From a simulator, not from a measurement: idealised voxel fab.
The process module that follows is named voxel self aligned contacts.
For reference, the cross-section in this document is cut, with width 250 nm and square cells of 5 nm.
Each cross-section below is a grid of square cells, stated as bands in top-down order, with one or more rows of cells making up each band.
It is stipulated that each band's entry specify, in nanometres, the height of the top of the band and then that of its bottom, followed by the materials of the band in left-to-right sequence, each together with its width in nanometres. A single material marked by the word "edge to edge" is understood to fill the band from edge to edge; the word "empty" is understood to denote empty space.
Below 0: as-received wafer, all one material; heights counted from there. Lowest band: no bottom, goes on down, written "0 down".
The notation "30->40" denotes a width that varies across the rows of cells in the band, beginning at the first number in the top row, finishing at the second number in the bottom row, and changing by an identical amount from each row to the next.
A step reported as "no alteration" is a step in which no cell of the cross-section changed.
Each empty space that has no open way to the top and spans at least 8 cells appears under "Closed cavities" as width x height at distance, the distance counted from the left edge, all in nm.
Step line, after settings: the simulator's comment on this step.
Each step line may optionally specify "overlay nm", which for a step with a mask gives the rightward distance between the mask's planned place and where it lay, a negative value indicating the leftward direction.

-- Intended process steps
1 RECEIVE,material Si
2 OXIDIZE,depth nm 5
3 DIRECTIONAL_DEP,material polySi,thk nm 25
4 DIRECTIONAL_DEP,material SiN,thk nm 25
5 DIRECTIONAL_DEP,material aC,thk nm 15
6 PATTERN,tone cover,mask id GATE,material resist,width nm 25,pitch nm 65,thk nm 30,overlay nm 0
7 DIRECTIONAL_ETCH,etch materials aC,depth nm 15
8 STRIP,etch materials resist
9 DIRECTIONAL_ETCH,etch materials SiN,depth nm 25
10 DIRECTIONAL_ETCH,etch materials polySi,depth nm 25
11 STRIP,etch materials aC
12 CONFORMAL_DEP,material SiN,thk nm 10
13 DIRECTIONAL_ETCH,etch materials SiN,depth nm 10
14 FILL_DEP,material SiO2,thk nm 15
15 CMP,height nm 60
16 PATTERN,tone open,mask id CONTACT,material resist,width nm 50,pitch nm 65,thk nm 20,overlay nm 0
17 DIRECTIONAL_ETCH,etch materials SiO2,depth nm 65
18 STRIP,etch materials resist
19 CONFORMAL_DEP,material TiN,thk nm 5
20 FILL_DEP,material W,thk nm 5
21 CMP,height nm 60
22 CONFORMAL_DEP,material SiN,thk nm 5

-- Incoming wafer, cross-sectional view, post step 1
- 0 down | Si edge to edge
- Closed cavities: none

-- Cross-section taken at module completion on the first of two wafers; processed per the plan
- 65 to 60 | SiN edge to edge
- 60 to 50 | SiO2 65, TiN 5->20, W 40->10, TiN 5->20, SiO2 15, TiN 5->20, W 40->10, TiN 5->20, SiO2 70
- 50 to 25 | SiO2 35, SiN 45, TiN 5, W 10, TiN 5, SiN 45, TiN 5, W 10, TiN 5, SiN 45, SiO2 40
- 25 to 0 | SiO2 35, SiN 10, polySi 25, SiN 10, TiN 5, W 10, TiN 5, SiN 10, polySi 25, SiN 10, TiN 5, W 10, TiN 5, SiN 10, polySi 25, SiN 10, SiO2 40
- 0 to -5 | SiO2 80, TiN 20, SiO2 45, TiN 20, SiO2 85
- -5 down | Si edge to edge
- Closed cavities: none

-- Wafer two, sectioned after the module: the first wafer's start, the first wafer's plan, and one mistake in how it was run
- 65 to 60 | SiN edge to edge
- 60 to 50 | SiO2 65, TiN 5->20, aC 40->10, TiN 5->20, SiO2 15, TiN 5->20, aC 40->10, TiN 5->20, SiO2 70
- 50 to 25 | SiO2 35, SiN 45, TiN 5, aC 10, TiN 5, SiN 45, TiN 5, aC 10, TiN 5, SiN 45, SiO2 40
- 25 to 0 | SiO2 35, SiN 10, polySi 25, SiN 10, TiN 5, aC 10, TiN 5, SiN 10, polySi 25, SiN 10, TiN 5, aC 10, TiN 5, SiN 10, polySi 25, SiN 10, SiO2 40
- 0 to -5 | SiO2 80, TiN 20, SiO2 45, TiN 20, SiO2 85
- -5 down | Si edge to edge
- Closed cavities: none
Where did the run depart from the plan? step 20: run off-plan, actual operation and settings FILL_DEP,material aC,thk nm 5
Looking at both finished wafers in cells, the second ends up ahead of or behind the first on some materials: W: 60 fewer | aC: 60 more
